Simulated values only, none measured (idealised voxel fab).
process module | voxel self aligned vias
cross-section cut | 155 nm wide | cells 5 nm
A cross-section is a grid of square cells, given in bands from the top down. A band is one or more rows of cells.
Each band's line starts with the height of the band's top and of its bottom, in nm. Then come its materials from left to right, each with its width in nm. One material with "throughout" fills the band from edge to edge. "air" is empty space.
Height 0 is the level under which the wafer as received is all one material. The lowest band goes on downwards, as in "0 down".
A width such as "30 to 40" changes by the same amount from each row of cells to the next, from the band's top row to its bottom row.
"no change" after a step means that no cell of the cross-section changed.
closed voids: empty space of 8 cells or more with no open way to the top, each as width x height at its distance from the left edge, in nm
after a step's settings: what the simulator itself notes on the step
overlay nm, on a step with a mask: how far to the right of its planned place the mask lay; to the left if negative
plan
1 op RECEIVE | material Si
2 op CONFORMAL_DEP | material SiO2 | thk nm 15
3 op CONFORMAL_DEP | material SiCN | thk nm 5
4 op DIRECTIONAL_DEP | material SiO2 | thk nm 20
5 op DIRECTIONAL_DEP | material aC | thk nm 15
6 op PATTERN | tone open | mask id LINES | material resist | width nm 20 | pitch nm 70 | thk nm 30 | overlay nm 0
7 op DIRECTIONAL_ETCH | etch materials aC | depth nm 15
8 op STRIP | etch materials resist
9 op DIRECTIONAL_ETCH | etch materials SiO2 | depth nm 20
10 op STRIP | etch materials aC
11 op CONFORMAL_DEP | material TiN | thk nm 5
12 op FILL_DEP | material W | thk nm 10
13 op CMP | height nm 40
14 op SELECTIVE_ETCH | etch materials W Ru TiN | depth nm 5
15 op FILL_DEP | material SiN | thk nm 10
16 op CMP | height nm 40
17 op DIRECTIONAL_DEP | material SiO2 | thk nm 20
18 op DIRECTIONAL_DEP | material aC | thk nm 10
19 op PATTERN | tone open | mask id VIAS | material resist | width nm 40 | thk nm 30 | overlay nm 0
20 op DIRECTIONAL_ETCH | etch materials aC | depth nm 10
21 op STRIP | etch materials resist
22 op DIRECTIONAL_ETCH | etch materials SiO2 | depth nm 20
23 op DIRECTIONAL_ETCH | etch materials SiN | depth nm 5
24 op STRIP | etch materials aC
25 op CONFORMAL_DEP | material TiN | thk nm 5
26 op FILL_DEP | material Cu | thk nm 5
27 op CMP | height nm 60
28 op CONFORMAL_DEP | material SiN | thk nm 5
first wafer, as planned
as received, after step 1
  0 down: Si throughout
  closed voids: none
after step 2
  15 to 0: SiO2 throughout
  below 0: unchanged
after step 3
  20 to 15: SiCN throughout
  below 15: unchanged
after step 4
  40 to 20: SiO2 throughout
  below 20: unchanged
after step 5
  55 to 40: aC throughout
  below 40: unchanged
after step 6
  85 to 55: resist 30 | air 20 | resist 50 | air 20 | resist 35
  below 55: unchanged
after step 7
  70 to 55: resist 30 | air 20 | resist 50 | air 20 | resist 35
  55 to 40: aC 30 | air 20 | aC 50 | air 20 | aC 35
  below 40: unchanged
after step 8
  55 to 40: aC 30 | air 20 | aC 50 | air 20 | aC 35
  below 40: unchanged
after step 9
  55 to 40: aC 30 | air 20 | aC 50 | air 20 | aC 35
  40 to 20: SiO2 30 | air 20 | SiO2 50 | air 20 | SiO2 35
  below 20: unchanged
after step 10
  40 to 20: SiO2 30 | air 20 | SiO2 50 | air 20 | SiO2 35
  below 20: unchanged
after step 11
  45 to 40: TiN 35 | air 10 | TiN 60 | air 10 | TiN 40
  40 to 25: SiO2 30 | TiN 5 | air 10 | TiN 5 | SiO2 50 | TiN 5 | air 10 | TiN 5 | SiO2 35
  25 to 20: SiO2 30 | TiN 20 | SiO2 50 | TiN 20 | SiO2 35
  below 20: unchanged
after step 12
  55 to 45: W throughout
  45 to 40: TiN 35 | W 10 | TiN 60 | W 10 | TiN 40
  40 to 25: SiO2 30 | TiN 5 | W 10 | TiN 5 | SiO2 50 | TiN 5 | W 10 | TiN 5 | SiO2 35
  below 25: unchanged
after step 13
  40 to 25: SiO2 30 | TiN 5 | W 10 | TiN 5 | SiO2 50 | TiN 5 | W 10 | TiN 5 | SiO2 35
  below 25: unchanged
after step 14
  40 to 35: SiO2 30 | air 20 | SiO2 50 | air 20 | SiO2 35
  below 35: unchanged
after step 15
  50 to 40: SiN throughout
  40 to 35: SiO2 30 | SiN 20 | SiO2 50 | SiN 20 | SiO2 35
  below 35: unchanged
after step 16
  40 to 35: SiO2 30 | SiN 20 | SiO2 50 | SiN 20 | SiO2 35
  below 35: unchanged
after step 17
  60 to 40: SiO2 throughout
  below 40: unchanged
after step 18
  70 to 60: aC throughout
  below 60: unchanged
after step 19
  100 to 70: resist 20 | air 40 | resist 95
  below 70: unchanged
after step 20
  90 to 70: resist 20 | air 40 | resist 95
  70 to 60: aC 20 | air 40 | aC 95
  below 60: unchanged
after step 21
  70 to 60: aC 20 | air 40 | aC 95
  below 60: unchanged
after step 22
  70 to 60: aC 20 | air 40 | aC 95
  60 to 40: SiO2 20 | air 40 | SiO2 95
  below 40: unchanged
after step 23
  70 to 60: aC 20 | air 40 | aC 95
  60 to 40: SiO2 20 | air 40 | SiO2 95
  40 to 35: SiO2 30 | air 20 | SiO2 50 | SiN 20 | SiO2 35
  below 35: unchanged
after step 24
  60 to 40: SiO2 20 | air 40 | SiO2 95
  below 40: unchanged
after step 25
  65 to 60: TiN 25 | air 30 | TiN 100
  60 to 45: SiO2 20 | TiN 5 | air 30 | TiN 5 | SiO2 95
  45 to 40: SiO2 20 | TiN 15 | air 10 | TiN 15 | SiO2 95
  40 to 35: SiO2 30 | TiN 20 | SiO2 50 | SiN 20 | SiO2 35
  below 35: unchanged
after step 26
  70 to 65: Cu throughout
  65 to 60: TiN 25 | Cu 30 | TiN 100
  60 to 45: SiO2 20 | TiN 5 | Cu 30 | TiN 5 | SiO2 95
  45 to 40: SiO2 20 | TiN 15 | Cu 10 | TiN 15 | SiO2 95
  below 40: unchanged
after step 27
  60 to 45: SiO2 20 | TiN 5 | Cu 30 | TiN 5 | SiO2 95
  below 45: unchanged
after step 28
  65 to 60: SiN throughout
  below 60: unchanged
second wafer: like start, like plan, one mistake. Through step 18 it matches the first wafer
when step 19 should have ended
  100 to 70: air 20 | resist 40 | air 95
  below 70: unchanged
when step 20 should have ended
  90 to 70: air 20 | resist 40 | air 95
  70 to 60: air 20 | aC 40 | air 95
  below 60: unchanged
when step 21 should have ended
  70 to 60: air 20 | aC 40 | air 95
  below 60: unchanged
when step 22 should have ended
  70 to 60: air 20 | aC 40 | air 95
  60 to 40: air 20 | SiO2 40 | air 95
  below 40: unchanged
when step 23 should have ended
  70 to 60: air 20 | aC 40 | air 95
  60 to 40: air 20 | SiO2 40 | air 95
  40 to 35: SiO2 30 | SiN 20 | SiO2 50 | air 20 | SiO2 35
  below 35: unchanged
when step 24 should have ended
  60 to 40: air 20 | SiO2 40 | air 95
  below 40: unchanged
when step 25 should have ended
  65 to 60: air 15 | TiN 50 | air 90
  60 to 45: air 15 | TiN 5 | SiO2 40 | TiN 5 | air 90
  45 to 40: TiN 20 | SiO2 40 | TiN 45 | air 10 | TiN 40
  40 to 35: SiO2 30 | SiN 20 | SiO2 50 | TiN 20 | SiO2 35
  below 35: unchanged
when step 26 should have ended
  70 to 65: Cu throughout
  65 to 60: Cu 15 | TiN 50 | Cu 90
  60 to 45: Cu 15 | TiN 5 | SiO2 40 | TiN 5 | Cu 90
  45 to 40: TiN 20 | SiO2 40 | TiN 45 | Cu 10 | TiN 40
  below 40: unchanged
when step 27 should have ended
  60 to 45: Cu 15 | TiN 5 | SiO2 40 | TiN 5 | Cu 90
  below 45: unchanged
when step 28 should have ended
  65 to 60: SiN throughout
  below 60: unchanged
what went wrong: step 19 ran as: op PATTERN | tone cover | mask id VIAS | material resist | width nm 40 | thk nm 30 | overlay nm 0
at the end the second wafer has, in cells: 45 more of Cu | 60 fewer of SiO2 | 15 more of TiN
